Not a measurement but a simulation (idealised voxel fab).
voxel tone inversion: a process module
Each square cell in cross-section cut measures 5 nm, and the section as a whole is 205 nm wide.
This document writes a cross-section as a grid whose cells are square, and gives it as bands, listed from the top down; one or more rows of cells form a band. For a band, the entry starts with two heights in nm, that of the top and then that of the bottom, and carries on with the band's materials in order from left to right, each alongside its width in nm; the word "edge to edge" beside a single material means it fills the band edge to edge, and "air" means empty space. The level at which height equals 0 is the one under which the wafer, as it arrives, is entirely one material. No lower edge exists for the bottom band, which continues downward and is notated as in "z 0 and below". With a width like "30..40", each row of cells in the band differs from the next by the same amount, the top row carrying the first number and the bottom row the second. Key: "nothing was modified" - step with no changed cell in the cross-section. Under "Cavities, closed" you'll find the enclosed gaps, the ones with no way out to the top, that are 8 cells or bigger; each reads width x height at distance, with distance counted from the left edge, everything in nm. The remark found on a step's line after its settings is issued by the simulator itself and pertains to that step. A step line may carry the setting "overlay nm", which, for steps involving a mask, states the distance by which the mask lay to the right of its intended position; negative values denote displacement to the left.
**Set out below are the planned steps of the process**
step 1: RECEIVE, material Si
step 2: CONFORMAL_DEP, material SiN, thk nm 10
step 3: DIRECTIONAL_DEP, material polySi, thk nm 15
step 4: PATTERN, tone cover, mask id POSTS, material resist, width nm 20, pitch nm 35, thk nm 20, overlay nm 0
step 5: DIRECTIONAL_ETCH, etch materials polySi, depth nm 15
step 6: STRIP, etch materials resist
step 7: FILL_DEP, material SiO2, thk nm 5
step 8: CMP, height nm 25
step 9: STRIP, etch materials polySi
step 10: CONFORMAL_DEP, material TiN, thk nm 5
step 11: FILL_DEP, material W, thk nm 10
step 12: CMP, height nm 25
step 13: CONFORMAL_DEP, material SiCN, thk nm 5
**As received (post step 1): cross-section**
* z 0 and below: Si edge to edge
* Cavities, closed: none
**First wafer of two, sectioned at end of module; run went per plan**
* z 30 to 25: SiCN edge to edge
* z 25 to 15: SiO2 (40) | TiN (5) | W (10) | TiN (5) | SiO2 (15) | TiN (5) | W (10) | TiN (5) | SiO2 (15) | TiN (5) | W (10) | TiN (5) | SiO2 (15) | TiN (5) | W (10) | TiN (5) | SiO2 (40)
* z 15 to 10: SiO2 (40) | TiN (20) | SiO2 (15) | TiN (20) | SiO2 (15) | TiN (20) | SiO2 (15) | TiN (20) | SiO2 (40)
* z 10 to 0: SiN edge to edge
* z 0 and below: Si edge to edge
* Cavities, closed: none
**Cross-sectional view: second of two wafers, end of module; start and plan identical to the first, one mistake in running**
* z 45 to 40: SiCN edge to edge
* z 40 to 30: W edge to edge
* z 30 to 25: TiN (45) | W (10) | TiN (25) | W (10) | TiN (25) | W (10) | TiN (25) | W (10) | TiN (45)
* z 25 to 15: SiO2 (40) | TiN (5) | W (10) | TiN (5) | SiO2 (15) | TiN (5) | W (10) | TiN (5) | SiO2 (15) | TiN (5) | W (10) | TiN (5) | SiO2 (15) | TiN (5) | W (10) | TiN (5) | SiO2 (40)
* z 15 to 10: SiO2 (40) | TiN (20) | SiO2 (15) | TiN (20) | SiO2 (15) | TiN (20) | SiO2 (15) | TiN (20) | SiO2 (40)
* z 10 to 0: SiN edge to edge
* z 0 and below: Si edge to edge
* Cavities, closed: none
Plan not followed: step 12 in the plan did not get run; it was skipped
The second wafer ends with more or fewer cells of some materials than the first, per final count: +33 TiN; +90 W
